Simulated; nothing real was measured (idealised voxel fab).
Presented below is a process module, voxel released beams.
Shown is cross-section cut, with a width of 250 nm and square cells of size 5 nm.
Each cross-section below is a grid of square cells, stated as bands in top-down order, with one or more rows of cells making up each band.
Each band's line starts with the height of the band's top and of its bottom, in nm. Then come its materials from left to right, each with its width in nm. One material with "everywhere" fills the band from edge to edge. "air" is empty space.
Height datum 0, below which the as-received substrate wafer is one material. Lowest band open at the bottom, running downward: "0..down".
Top row gets the first number, bottom row gets the second, and each row in between changes by the same step: that is how a band width like "30..40" works.
Any step labelled "same as before" changed none of the cells in the cross-section.
The label "Closed void listing" introduces a list of the empty spaces, 8 cells or larger, that have no open way up to the top; each entry in it reads width x height at distance, where the distance is taken from the left edge and all three are stated in nm.
Whatever follows a step's settings on its line is a remark the simulator itself makes about that step.
You can add "overlay nm" to a step's line. For a step with a mask, it describes how far the mask lay to the right of its planned position, and a negative number describes a lay to the left.

### The planned process steps are enumerated hereunder
| 1 | RECEIVE (material Si) |
| 2 | CONFORMAL_DEP (material Al2O3; thk nm 10) |
| 3 | DIRECTIONAL_DEP (material SiO2; thk nm 15) |
| 4 | DIRECTIONAL_DEP (material aC; thk nm 15) |
| 5 | PATTERN (tone open; mask id ANCHOR; material resist; width nm 35; thk nm 35; overlay nm 0) |
| 6 | DIRECTIONAL_ETCH (etch materials aC; depth nm 15) |
| 7 | STRIP (etch materials resist) |
| 8 | DIRECTIONAL_ETCH (etch materials SiO2; depth nm 15) |
| 9 | STRIP (etch materials aC) |
| 10 | CONFORMAL_DEP (material W; thk nm 10) |
| 11 | DIRECTIONAL_DEP (material aC; thk nm 10) |
| 12 | PATTERN (tone cover; mask id BEAM; material resist; width nm 95; thk nm 25; overlay nm 0) |
| 13 | DIRECTIONAL_ETCH (etch materials aC; depth nm 10) |
| 14 | STRIP (etch materials resist) |
| 15 | DIRECTIONAL_ETCH (etch materials W; depth nm 10) |
| 16 | STRIP (etch materials aC) |
| 17 | STRIP (etch materials SiO2) |

### Here's what the wafer looked like in cross-section when it arrived - that's after step 1
* 0..down | Si everywhere
* Closed void listing: none

### One mistake in running the module, otherwise start and plan as above: cross-section at the end
* 35..25 | 75 of air | 50 of W | 125 of air
* 25..20 | 70 of air | 10 of W | 35 of SiO2 | 10 of W | 125 of air
* 20..10 | 70 of air | 10 of W | 35 of SiO2 | 55 of W | 80 of air
* 10..0 | Al2O3 everywhere
* 0..down | Si everywhere
* Closed void listing: none
what went wrong: step 5 was processed under conditions differing from the plan, specifically as PATTERN (tone cover; mask id ANCHOR; material resist; width nm 35; thk nm 35; overlay nm 0)
